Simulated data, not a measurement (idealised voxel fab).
voxel self aligned vias: a process module
Displayed cross-section: cut, width of 265 nm, square cells sized 5 nm.
Notation: cross-section as square-cell grid; stated in bands, top first, going down; one or more cell rows per band. Basically the band line says how high the top is and how high the bottom is, in nm, and then what's in it from left to right, every material with its width in nm. Empty space shows up as "empty", and if a single material carries "everywhere" it runs the full band edge to edge. Note: height 0 marks the level under which the wafer is uniformly one material as received. Lowest band unbounded below, written "0..down". The expression "30 to 40" gives the width at the extremes of the band, the first number at its top row of cells and the second at its bottom row, with the width changing by equal amounts from each row to the next in between. "stayed the same" after a step means that no cell of the cross-section changed. "Enclosed void listing": empty spaces of 8 cells or more with no open way to the top, each given as width x height at distance, distance from the left edge, all in nm. Where a step's line continues beyond its settings, the continuation is a remark by the simulator itself on that step. Regarding "overlay nm": on a step with a mask, it is the distance the mask lay to the right of its planned place; a negative value places it to the left.

**Steps in the process plan**
step 1: RECEIVE (material Si)
step 2: CONFORMAL_DEP (material SiO2; thk nm 10)
step 3: CONFORMAL_DEP (material SiCN; thk nm 5)
step 4: DIRECTIONAL_DEP (material lowk; thk nm 25)
step 5: MASKED_ETCH (tone open; mask id LINES; width nm 25; pitch nm 65; etch materials lowk; depth nm 25; overlay nm 0)
step 6: CONFORMAL_DEP (material TiN; thk nm 5)
step 7: FILL_DEP (material W; thk nm 5)
step 8: CMP (height nm 40)
step 9: SELECTIVE_ETCH (etch materials W Ru TiN; depth nm 10)
step 10: FILL_DEP (material SiN; thk nm 10)
step 11: CMP (height nm 40)
step 12: DIRECTIONAL_DEP (material lowk; thk nm 15)
step 13: DIRECTIONAL_DEP (material aC; thk nm 15)
step 14: PATTERN (tone open; mask id VIAS; material resist; width nm 35; pitch nm 130; thk nm 30; overlay nm 0)
step 15: DIRECTIONAL_ETCH (etch materials aC; depth nm 15)
step 16: STRIP (etch materials resist)
step 17: DIRECTIONAL_ETCH (etch materials lowk; depth nm 15)
step 18: DIRECTIONAL_ETCH (etch materials SiN; depth nm 10)
step 19: STRIP (etch materials aC)
step 20: CONFORMAL_DEP (material TiN; thk nm 5)
step 21: FILL_DEP (material Cu; thk nm 5)
step 22: CMP (height nm 55)
step 23: CONFORMAL_DEP (material SiCN; thk nm 5)

**Step 1 complete: cross-section of the wafer as received**
  0..down  Si everywhere
  Enclosed void listing: none

**The first of the two wafers as seen in cross-section once the module was finished; processing followed the plan**
  60..55  SiCN everywhere
  55..45  50 nm lowk / 5 nm TiN / 25 nm Cu / 5 nm TiN / 95 nm lowk / 5 nm TiN / 25 nm Cu / 5 nm TiN / 50 nm lowk
  45..40  50 nm lowk / 10 nm TiN / 15 nm Cu / 10 nm TiN / 95 nm lowk / 10 nm TiN / 15 nm Cu / 10 nm TiN / 50 nm lowk
  40..35  55 nm lowk / 5 nm TiN / 15 nm Cu / 5 nm TiN / 40 nm lowk / 25 nm SiN / 40 nm lowk / 5 nm TiN / 15 nm Cu / 5 nm TiN / 55 nm lowk
  35..30  55 nm lowk / 25 nm TiN / 40 nm lowk / 25 nm SiN / 40 nm lowk / 25 nm TiN / 55 nm lowk
  30..20  55 nm lowk / 5 nm TiN / 15 nm W / 5 nm TiN / 40 nm lowk / 5 nm TiN / 15 nm W / 5 nm TiN / 40 nm lowk / 5 nm TiN / 15 nm W / 5 nm TiN / 55 nm lowk
  20..15  55 nm lowk / 25 nm TiN / 40 nm lowk / 25 nm TiN / 40 nm lowk / 25 nm TiN / 55 nm lowk
  15..10  SiCN everywhere
  10..0  SiO2 everywhere
  0..down  Si everywhere
  Enclosed void listing: none

**Second wafer through the module, sectioned at the end: same beginning and same plan as the first wafer, with one mistake in carrying it out**
  50..45  SiCN everywhere
  45..40  50 nm lowk / 10 nm TiN / 15 nm Cu / 10 nm TiN / 95 nm lowk / 10 nm TiN / 15 nm Cu / 10 nm TiN / 50 nm lowk
  40..35  55 nm lowk / 5 nm TiN / 15 nm Cu / 5 nm TiN / 40 nm lowk / 25 nm SiN / 40 nm lowk / 5 nm TiN / 15 nm Cu / 5 nm TiN / 55 nm lowk
  35..30  55 nm lowk / 25 nm TiN / 40 nm lowk / 25 nm SiN / 40 nm lowk / 25 nm TiN / 55 nm lowk
  30..20  55 nm lowk / 5 nm TiN / 15 nm W / 5 nm TiN / 40 nm lowk / 5 nm TiN / 15 nm W / 5 nm TiN / 40 nm lowk / 5 nm TiN / 15 nm W / 5 nm TiN / 55 nm lowk
  20..15  55 nm lowk / 25 nm TiN / 40 nm lowk / 25 nm TiN / 40 nm lowk / 25 nm TiN / 55 nm lowk
  15..10  SiCN everywhere
  10..0  SiO2 everywhere
  0..down  Si everywhere
  Enclosed void listing: none
Misprocessing identified: the process deviated at step 22: the operation and settings actually run there were CMP (height nm 45)
Counted in cells at the end, the second wafer holds more or fewer of these materials than the first: 20 fewer of Cu; 8 fewer of TiN; 78 fewer of lowk
